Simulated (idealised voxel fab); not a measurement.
This section sets out a process module, namely voxel self aligned vias.
Shown is cross-section cut, with a width of 215 nm and square cells of size 5 nm.
In this document a cross-section is written as a grid of square cells. It is given as a series of bands, listed from the top down, and a band is one or more rows of cells.
Heads up on the band format: heights come first, top then bottom, in nm. After that it's the materials left to right, each with its width in nm. A single material flagged "everywhere" fills the whole band edge to edge, and "air" means there's empty space there.
Below 0: as-received wafer, all one material; heights counted from there. Lowest band: no bottom, goes on down, written "0 and below".
Graded width ("30 to 40"): value in top row of band = first number; value in bottom row = second number; row-to-row change constant.
Step marked "no change"? Then no cell in the cross-section changed in it.
In "Enclosed void listing" the enclosed voids are listed, meaning empty spaces of 8 cells or larger without any opening to the top. The form is width x height at distance, distance from the left edge, units nm.
Step line, after settings: the simulator's comment on this step.
overlay nm: where the mask lay relative to plan, measured to the right, on steps with a mask; negatives go left.
STEPS PLANNED FOR THE PROCESS
1. RECEIVE (material Si)
2. CONFORMAL_DEP (material SiO2; thk nm 15)
3. CONFORMAL_DEP (material SiCN; thk nm 5)
4. DIRECTIONAL_DEP (material lowk; thk nm 30)
5. PATTERN (tone open; mask id LINES; material resist; width nm 30; pitch nm 70; thk nm 15; overlay nm 0)
6. DIRECTIONAL_ETCH (etch materials lowk; depth nm 30)
7. STRIP (etch materials resist)
8. CONFORMAL_DEP (material TiN; thk nm 5)
9. FILL_DEP (material W; thk nm 10)
10. CMP (height nm 50)
11. SELECTIVE_ETCH (etch materials W Ru TiN; depth nm 5)
12. FILL_DEP (material SiN; thk nm 5)
13. CMP (height nm 50)
14. DIRECTIONAL_DEP (material lowk; thk nm 15)
15. MASKED_ETCH (tone open; mask id VIAS; width nm 50; pitch nm 70; etch materials lowk; depth nm 15; overlay nm 0)
16. MASKED_ETCH (tone open; mask id VIAS; width nm 50; pitch nm 70; etch materials SiN; depth nm 5; overlay nm 0)
17. CONFORMAL_DEP (material TiN; thk nm 5)
18. FILL_DEP (material W; thk nm 5)
19. CMP (height nm 65)
20. CONFORMAL_DEP (material SiCN; thk nm 5)
CROSS-SECTION: WAFER ON ARRIVAL = AFTER STEP 1
    0 and below | Si everywhere
    Enclosed void listing: none
FINAL CROSS-SECTION, MODULE RUN WITH ONE MISTAKE (START AND PLAN AS ABOVE)
    70 down to 65 | SiCN everywhere
    65 down to 50 | lowk (45), then TiN (5), then W (40), then TiN (5), then lowk (20), then TiN (5), then W (40), then TiN (5), then lowk (50)
    50 down to 45 | SiN (45), then TiN (50), then SiN (20), then TiN (50), then SiN (50)
    45 down to 40 | W everywhere
    40 down to 35 | TiN (60), then W (20), then TiN (50), then W (20), then TiN (65)
    35 down to 10 | lowk (55), then TiN (5), then W (20), then TiN (5), then lowk (40), then TiN (5), then W (20), then TiN (5), then lowk (60)
    10 down to 5 | lowk (55), then TiN (30), then lowk (40), then TiN (30), then lowk (60)
    5 down to 0 | SiCN everywhere
    0 and below | Si everywhere
    Enclosed void listing: none
Misprocessing identified: with respect to the plan, step 2 was omitted and not executed
